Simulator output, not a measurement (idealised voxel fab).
Title: Process Module voxel transistor to metal
Square cells of 5 nm make up the cross-section cut, whose width is 155 nm.
The cross-sections in this document take the form of a grid made of square cells. They are written out as bands, in order from top to bottom. Each band consists of one or more rows of cells. First you get the band's top height and its bottom height, in nm, and then the materials it's made of, left to right, with each width in nm. If you see a single material with "throughout", that one covers the band edge to edge. "air" is empty space. We count height from 0. Below that, the starting wafer is all one material. The lowest band never ends at the bottom but goes on down; see "0 -> down" for how that is written. The expression "30..40" gives the width at the extremes of the band, the first number at its top row of cells and the second at its bottom row, with the width changing by equal amounts from each row to the next in between. Given "changes: none" for a step, no cell of the cross-section differs between before and after that step. Entry "Closed cavities" = empty spaces >= 8 cells with no open way to the top; each as width x height at distance, distance from left edge, all nm. Note: text after step settings on the step line = simulator remark on that step. "overlay nm", when on a step's line for a step with a mask, measures how far to the right of its planned place the mask lay; a negative measure means to the left.

**This section lists the process steps that were planned**
1 RECEIVE | material Si
2 CONFORMAL_DEP | material SiO2 | thk nm 5
3 CONFORMAL_DEP | material SiN | thk nm 10
4 PATTERN | tone cover | mask id ACTIVE | material resist | width nm 105 | thk nm 15 | overlay nm 0
5 DIRECTIONAL_ETCH | etch materials SiN | depth nm 10
6 DIRECTIONAL_ETCH | etch materials SiO2 | depth nm 5
7 DIRECTIONAL_ETCH | etch materials Si | depth nm 35
8 STRIP | etch materials resist
9 OXIDIZE | depth nm 5
10 FILL_DEP | material SiO2 | thk nm 10
11 CMP | height nm 15
12 SELECTIVE_ETCH | etch materials SiO2 | depth nm 10
13 STRIP | etch materials SiN
14 SELECTIVE_ETCH | etch materials SiO2 | depth nm 5
15 OXIDIZE | depth nm 5
16 DIRECTIONAL_DEP | material polySi | thk nm 20
17 DIRECTIONAL_DEP | material SiCN | thk nm 10
18 MASKED_ETCH | tone cover | mask id GATE | width nm 25 | etch materials SiCN | depth nm 20 | overlay nm 0
19 MASKED_ETCH | tone cover | mask id GATE | width nm 25 | etch materials polySi | depth nm 30 | overlay nm 0
20 CONFORMAL_DEP | material SiN | thk nm 10
21 DIRECTIONAL_ETCH | etch materials SiN | depth nm 10
22 DIRECTIONAL_ETCH | etch materials SiO2 | depth nm 5
23 EPI | material SiGe | thk nm 5
24 FILL_DEP | material SiO2 | thk nm 10
25 CMP | height nm 30
26 DIRECTIONAL_DEP | material SiO2 | thk nm 10
27 MASKED_ETCH | tone open | mask id CONTACT | width nm 25 | pitch nm 60 | etch materials SiO2 | depth nm 40 | overlay nm 0
28 CONFORMAL_DEP | material TiN | thk nm 5
29 FILL_DEP | material Ru | thk nm 5
30 CMP | height nm 40
31 CONFORMAL_DEP | material SiN | thk nm 5
32 DIRECTIONAL_DEP | material SiO2 | thk nm 20
33 PATTERN | tone open | mask id METAL_1 | material resist | width nm 15 | pitch nm 70 | thk nm 20 | overlay nm 0
34 DIRECTIONAL_ETCH | etch materials SiO2 | depth nm 20
35 DIRECTIONAL_ETCH | etch materials SiN | depth nm 5
36 STRIP | etch materials resist
37 CONFORMAL_DEP | material TiN | thk nm 5
38 FILL_DEP | material Cu | thk nm 5
39 CMP | height nm 65
40 EPI | material Ru | thk nm 5
41 FILL_DEP | material SiCN | thk nm 5
42 DIRECTIONAL_DEP | material lowk | thk nm 35
43 DIRECTIONAL_DEP | material aC | thk nm 15
44 PATTERN | tone open | mask id METAL_2 | material resist | width nm 15 | pitch nm 70 | thk nm 30 | overlay nm 0
45 DIRECTIONAL_ETCH | etch materials aC | depth nm 15
46 STRIP | etch materials resist
47 DIRECTIONAL_ETCH | etch materials lowk | depth nm 20
48 STRIP | etch materials aC
49 PATTERN | tone open | mask id METAL_2_HOLES | material resist | width nm 15 | pitch nm 70 | thk nm 15 | overlay nm 0
50 DIRECTIONAL_ETCH | etch materials lowk | depth nm 15
51 DIRECTIONAL_ETCH | etch materials SiCN | depth nm 5
52 STRIP | etch materials resist
53 CONFORMAL_DEP | material TiN | thk nm 5
54 FILL_DEP | material Ru | thk nm 5
55 CMP | height nm 110
56 CONFORMAL_DEP | material SiCN | thk nm 5

**As received (post step 1): cross-section**
> 0 -> down | Si throughout
> Closed cavities: none

**Cross-sectional view of the first of the two wafers upon completion of the module, processed in accordance with the plan**
> 115 -> 110 | SiCN throughout
> 110 -> 75 | lowk=35 / TiN=5 / Ru=5 / TiN=5 / lowk=55 / TiN=5 / Ru=5 / TiN=5 / lowk=35
> 75 -> 70 | SiCN=35 / TiN=15 / SiCN=55 / TiN=15 / SiCN=35
> 70 -> 65 | SiCN=30 / Ru=25 / SiCN=45 / Ru=25 / SiCN=30
> 65 -> 45 | SiO2=35 / TiN=5 / Cu=5 / TiN=5 / SiO2=55 / TiN=5 / Cu=5 / TiN=5 / SiO2=35
> 45 -> 40 | SiN=35 / TiN=15 / SiN=55 / TiN=15 / SiN=35
> 40 -> 30 | SiO2=35 / TiN=5 / Ru=15..10 / TiN=5..10 / SiO2=35 / TiN=5..10 / Ru=15..10 / TiN=5 / SiO2=35
> 30 -> 20 | SiO2=35 / TiN=5 / Ru=10 / TiN=5 / SiN=10 / SiCN=25 / SiN=10 / TiN=5 / Ru=10 / TiN=5 / SiO2=35
> 20 -> 5 | SiO2=35 / TiN=5 / Ru=10 / TiN=5 / SiN=10 / polySi=25 / SiN=10 / TiN=5 / Ru=10 / TiN=5 / SiO2=35
> 5 -> 0 | SiO2=35 / TiN=20 / SiN=10 / polySi=25 / SiN=10 / TiN=20 / SiO2=35
> 0 -> -5 | SiO2=25 / SiGe=30 / SiO2=45 / SiGe=30 / SiO2=25
> -5 -> -40 | SiO2=30 / Si=95 / SiO2=30
> -40 -> down | Si throughout
> Closed cavities: none

**End of module, second wafer, cross-section. Started like the first, planned like the first, run with one mistake**
> 115 -> 110 | SiCN throughout
> 110 -> 75 | lowk=35 / TiN=5 / Ru=5 / TiN=5 / lowk=55 / TiN=5 / Ru=5 / TiN=5 / lowk=35
> 75 -> 70 | SiCN=35 / TiN=15 / SiCN=55 / TiN=15 / SiCN=35
> 70 -> 65 | SiCN=30 / Ru=25 / SiCN=45 / Ru=25 / SiCN=30
> 65 -> 45 | SiO2=35 / TiN=5 / aC=5 / TiN=5 / SiO2=55 / TiN=5 / aC=5 / TiN=5 / SiO2=35
> 45 -> 40 | SiN=35 / TiN=15 / SiN=55 / TiN=15 / SiN=35
> 40 -> 30 | SiO2=35 / TiN=5 / Ru=15..10 / TiN=5..10 / SiO2=35 / TiN=5..10 / Ru=15..10 / TiN=5 / SiO2=35
> 30 -> 20 | SiO2=35 / TiN=5 / Ru=10 / TiN=5 / SiN=10 / SiCN=25 / SiN=10 / TiN=5 / Ru=10 / TiN=5 / SiO2=35
> 20 -> 5 | SiO2=35 / TiN=5 / Ru=10 / TiN=5 / SiN=10 / polySi=25 / SiN=10 / TiN=5 / Ru=10 / TiN=5 / SiO2=35
> 5 -> 0 | SiO2=35 / TiN=20 / SiN=10 / polySi=25 / SiN=10 / TiN=20 / SiO2=35
> 0 -> -5 | SiO2=25 / SiGe=30 / SiO2=45 / SiGe=30 / SiO2=25
> -5 -> -40 | SiO2=30 / Si=95 / SiO2=30
> -40 -> down | Si throughout
> Closed cavities: none
Nonconformance to the process plan: off-plan run, step 38, actual operation and settings FILL_DEP | material aC | thk nm 5
The final cell counts differ between the wafers, with the second having more or fewer of some materials than the first: Cu -8; aC +8
